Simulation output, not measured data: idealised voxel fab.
The following is a process module called voxel transistor to metal.
180 nm wide, 5 nm square cells: that's cross-section cut.
The cross-sections in this document take the form of a grid made of square cells. They are written out as bands, in order from top to bottom. Each band consists of one or more rows of cells.
It is stipulated that each band's entry specify, in nanometres, the height of the top of the band and then that of its bottom, followed by the materials of the band in left-to-right sequence, each together with its width in nanometres. A single material marked by the word "edge to edge" is understood to fill the band from edge to edge; the word "empty" is understood to denote empty space.
Below 0: as-received wafer, all one material; heights counted from there. Lowest band: no bottom, goes on down, written "0 and below".
Graded width ("30..40"): value in top row of band = first number; value in bottom row = second number; row-to-row change constant.
"changes: none" (step): cross-section cells unchanged, all of them.
The label "Sealed void list" introduces a list of the empty spaces, 8 cells or larger, that have no open way up to the top; each entry in it reads width x height at distance, where the distance is taken from the left edge and all three are stated in nm.
Past the settings on a step's line: simulator remark, on that step.
overlay nm: on a step with a mask, how far right of its planned place the mask lay; negative means left.
The planned process steps are enumerated hereunder:
| 1 | RECEIVE (material Si) |
| 2 | OXIDIZE (depth nm 5) |
| 3 | CONFORMAL_DEP (material SiN; thk nm 10) |
| 4 | DIRECTIONAL_DEP (material aC; thk nm 15) |
| 5 | PATTERN (tone cover; mask id ACTIVE; material resist; width nm 125; thk nm 35; overlay nm 0) |
| 6 | DIRECTIONAL_ETCH (etch materials aC; depth nm 15) |
| 7 | STRIP (etch materials resist) |
| 8 | DIRECTIONAL_ETCH (etch materials SiN; depth nm 10) |
| 9 | DIRECTIONAL_ETCH (etch materials SiO2; depth nm 5) |
| 10 | DIRECTIONAL_ETCH (etch materials Si; depth nm 35) |
| 11 | STRIP (etch materials aC) |
| 12 | OXIDIZE (depth nm 5) |
| 13 | FILL_DEP (material SiO2; thk nm 5) |
| 14 | CMP (height nm 10) |
| 15 | SELECTIVE_ETCH (etch materials SiO2; depth nm 5) |
| 16 | STRIP (etch materials SiN) |
| 17 | SELECTIVE_ETCH (etch materials SiO2; depth nm 5) |
| 18 | OXIDIZE (depth nm 5) |
| 19 | DIRECTIONAL_DEP (material polySi; thk nm 25) |
| 20 | DIRECTIONAL_DEP (material SiCN; thk nm 15) |
| 21 | DIRECTIONAL_DEP (material aC; thk nm 10) |
| 22 | PATTERN (tone cover; mask id GATE; material resist; width nm 35; thk nm 30; overlay nm 0) |
| 23 | DIRECTIONAL_ETCH (etch materials aC; depth nm 10) |
| 24 | STRIP (etch materials resist) |
| 25 | DIRECTIONAL_ETCH (etch materials SiCN; depth nm 25) |
| 26 | DIRECTIONAL_ETCH (etch materials polySi; depth nm 35) |
| 27 | STRIP (etch materials aC) |
| 28 | CONFORMAL_DEP (material SiN; thk nm 5) |
| 29 | DIRECTIONAL_ETCH (etch materials SiN; depth nm 5) |
| 30 | DIRECTIONAL_ETCH (etch materials SiO2; depth nm 5) |
| 31 | DIRECTIONAL_ETCH (etch materials Si; depth nm 5) |
| 32 | EPI (material pSi; thk nm 10) |
| 33 | FILL_DEP (material SiO2; thk nm 10) |
| 34 | CMP (height nm 20) |
| 35 | STRIP (etch materials polySi) |
| 36 | SELECTIVE_ETCH (etch materials SiO2; depth nm 5) |
| 37 | CONFORMAL_DEP (material HfO2; thk nm 5) |
| 38 | CONFORMAL_DEP (material TiN; thk nm 5) |
| 39 | FILL_DEP (material W; thk nm 10) |
| 40 | CMP (height nm 15) |
| 41 | DIRECTIONAL_DEP (material SiO2; thk nm 10) |
| 42 | MASKED_ETCH (tone open; mask id CONTACT; width nm 15; pitch nm 90; etch materials SiO2; depth nm 30; overlay nm 0) |
| 43 | CONFORMAL_DEP (material TiN; thk nm 5) |
| 44 | FILL_DEP (material W; thk nm 5) |
| 45 | CMP (height nm 25) |
| 46 | CONFORMAL_DEP (material SiN; thk nm 5) |
| 47 | DIRECTIONAL_DEP (material lowk; thk nm 20) |
| 48 | PATTERN (tone open; mask id METAL_1; material resist; width nm 15; pitch nm 90; thk nm 15; overlay nm 0) |
| 49 | DIRECTIONAL_ETCH (etch materials lowk; depth nm 20) |
| 50 | DIRECTIONAL_ETCH (etch materials SiN; depth nm 5) |
| 51 | STRIP (etch materials resist) |
| 52 | CONFORMAL_DEP (material TiN; thk nm 5) |
| 53 | FILL_DEP (material Cu; thk nm 5) |
| 54 | CMP (height nm 50) |
| 55 | EPI (material Ru; thk nm 5) |
| 56 | FILL_DEP (material SiCN; thk nm 5) |
Incoming wafer in cross-section (state: after step 1):
0 and below: Si edge to edge
Sealed void list: none
Module complete, cross-section. Starting point and plan per above. One mistake made in running the module:
60 down to 55: SiCN edge to edge
55 down to 50: 30 of SiCN | 25 of Ru | 65 of SiCN | 25 of Ru | 35 of SiCN
50 down to 30: 35 of lowk | 5 of TiN | 5 of Cu | 5 of TiN | 75 of lowk | 5 of TiN | 5 of Cu | 5 of TiN | 40 of lowk
30 down to 25: 35 of SiN | 15 of TiN | 75 of SiN | 15 of TiN | 40 of SiN
25 down to 15: 35 of SiO2 | 5 of TiN | 5 of W | 5 of TiN | 75 of SiO2 | 5 of TiN | 5 of W | 5 of TiN | 40 of SiO2
15 down to 5: 35 of SiO2 | 5 of TiN | 5 of W | 5 of TiN | 15 of SiO2 | 5 of SiN | 5 of HfO2 | 5 of TiN | 15 of W | 5 of TiN | 5 of HfO2 | 5 of SiN | 15 of SiO2 | 5 of TiN | 5 of W | 5 of TiN | 40 of SiO2
5 down to 0: 35 of SiO2 | 5 of TiN | 5 of W | 5 of TiN | 15 of SiO2 | 5 of SiN | 5 of HfO2 | 25 of TiN | 5 of HfO2 | 5 of SiN | 15 of SiO2 | 5 of TiN | 5 of W | 5 of TiN | 40 of SiO2
0 down to -5: 25 of SiO2 | 5 of SiN | 5 of SiO2 | 15 of TiN | 15 of SiO2 | 45 of HfO2 | 15 of SiO2 | 15 of TiN | 5 of SiO2 | 5 of SiN | 30 of SiO2
-5 down to -15: 25..20 of pSi | 125..135 of SiO2 | 30..25 of pSi
-15 down to -45: 20 of Si | 135 of SiO2 | 25 of Si
-45 and below: Si edge to edge
Sealed void list: none
What went wrong in running the wafer? step 5, actual vs plan mismatch, actual run PATTERN (tone open; mask id ACTIVE; material resist; width nm 125; thk nm 35; overlay nm 0)
